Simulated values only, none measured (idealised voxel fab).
process module | voxel spacer lines
cross-section cut | 290 nm wide | cells 5 nm
A cross-section is a grid of square cells, given in bands from the top down. A band is one or more rows of cells.
Each band's line starts with the height of the band's top and of its bottom, in nm. Then come its materials from left to right, each with its width in nm. One material with "throughout" fills the band from edge to edge. "air" is empty space.
Height 0 is the level under which the wafer as received is all one material. The lowest band goes on downwards, as in "0 down".
A width such as "30 to 40" changes by the same amount from each row of cells to the next, from the band's top row to its bottom row.
"no change" after a step means that no cell of the cross-section changed.
closed voids: empty space of 8 cells or more with no open way to the top, each as width x height at its distance from the left edge, in nm
after a step's settings: what the simulator itself notes on the step
overlay nm, on a step with a mask: how far to the right of its planned place the mask lay; to the left if negative
plan
1 op RECEIVE | material Si
2 op CONFORMAL_DEP | material Al2O3 | thk nm 10
3 op DIRECTIONAL_DEP | material W | thk nm 10
4 op DIRECTIONAL_DEP | material polySi | thk nm 30
5 op PATTERN | tone cover | mask id MANDREL | material resist | width nm 20 | pitch nm 60 | thk nm 40 | overlay nm 0
6 op DIRECTIONAL_ETCH | etch materials polySi | depth nm 30
7 op STRIP | etch materials resist
8 op CONFORMAL_DEP | material SiN | thk nm 10
9 op DIRECTIONAL_ETCH | etch materials SiN | depth nm 10
10 op STRIP | etch materials polySi
11 op DIRECTIONAL_ETCH | etch materials W | depth nm 10
12 op STRIP | etch materials SiN
first wafer, as planned
as received, after step 1
  0 down: Si throughout
  closed voids: none
after step 2
  10 to 0: Al2O3 throughout
  below 0: unchanged
after step 3
  20 to 10: W throughout
  below 10: unchanged
after step 4
  50 to 20: polySi throughout
  below 20: unchanged
after step 5
  90 to 50: air 105 | resist 20 | air 40 | resist 20 | air 105
  below 50: unchanged
after step 6
  90 to 50: air 105 | resist 20 | air 40 | resist 20 | air 105
  50 to 20: air 105 | polySi 20 | air 40 | polySi 20 | air 105
  below 20: unchanged
after step 7
  50 to 20: air 105 | polySi 20 | air 40 | polySi 20 | air 105
  below 20: unchanged
after step 8
  60 to 50: air 95 | SiN 40 | air 20 | SiN 40 | air 95
  50 to 30: air 95 | SiN 10 | polySi 20 | SiN 10 | air 20 | SiN 10 | polySi 20 | SiN 10 | air 95
  30 to 20: SiN 105 | polySi 20 | SiN 40 | polySi 20 | SiN 105
  below 20: unchanged
after step 9
  50 to 20: air 95 | SiN 10 | polySi 20 | SiN 10 | air 20 | SiN 10 | polySi 20 | SiN 10 | air 95
  below 20: unchanged
after step 10
  50 to 20: air 95 | SiN 10 | air 20 | SiN 10 | air 20 | SiN 10 | air 20 | SiN 10 | air 95
  below 20: unchanged
after step 11
  50 to 20: air 95 | SiN 10 | air 20 | SiN 10 | air 20 | SiN 10 | air 20 | SiN 10 | air 95
  20 to 10: air 95 | W 10 | air 20 | W 10 | air 20 | W 10 | air 20 | W 10 | air 95
  below 10: unchanged
after step 12
  20 to 10: air 95 | W 10 | air 20 | W 10 | air 20 | W 10 | air 20 | W 10 | air 95
  below 10: unchanged
second wafer: like start, like plan, one mistake. Through step 4 it matches the first wafer
when step 5 should have ended
  90 to 50: resist 105 | air 20 | resist 40 | air 20 | resist 105
  below 50: unchanged
when step 6 should have ended
  90 to 50: resist 105 | air 20 | resist 40 | air 20 | resist 105
  50 to 20: polySi 105 | air 20 | polySi 40 | air 20 | polySi 105
  below 20: unchanged
when step 7 should have ended
  50 to 20: polySi 105 | air 20 | polySi 40 | air 20 | polySi 105
  below 20: unchanged
when step 8 should have ended
  60 to 50: SiN throughout
  50 to 20: polySi 105 | SiN 20 | polySi 40 | SiN 20 | polySi 105
  below 20: unchanged
when step 9 should have ended
  50 to 20: polySi 105 | SiN 20 | polySi 40 | SiN 20 | polySi 105
  below 20: unchanged
when step 10 should have ended
  50 to 20: air 105 | SiN 20 | air 40 | SiN 20 | air 105
  below 20: unchanged
when step 11 should have ended
  50 to 20: air 105 | SiN 20 | air 40 | SiN 20 | air 105
  20 to 10: air 105 | W 20 | air 40 | W 20 | air 105
  below 10: unchanged
when step 12 should have ended
  20 to 10: air 105 | W 20 | air 40 | W 20 | air 105
  below 10: unchanged
what went wrong: step 5 ran as: op PATTERN | tone open | mask id MANDREL | material resist | width nm 20 | pitch nm 60 | thk nm 40 | overlay nm 0
at the end the second wafer has, in cells: as many of each material as the first, in other places
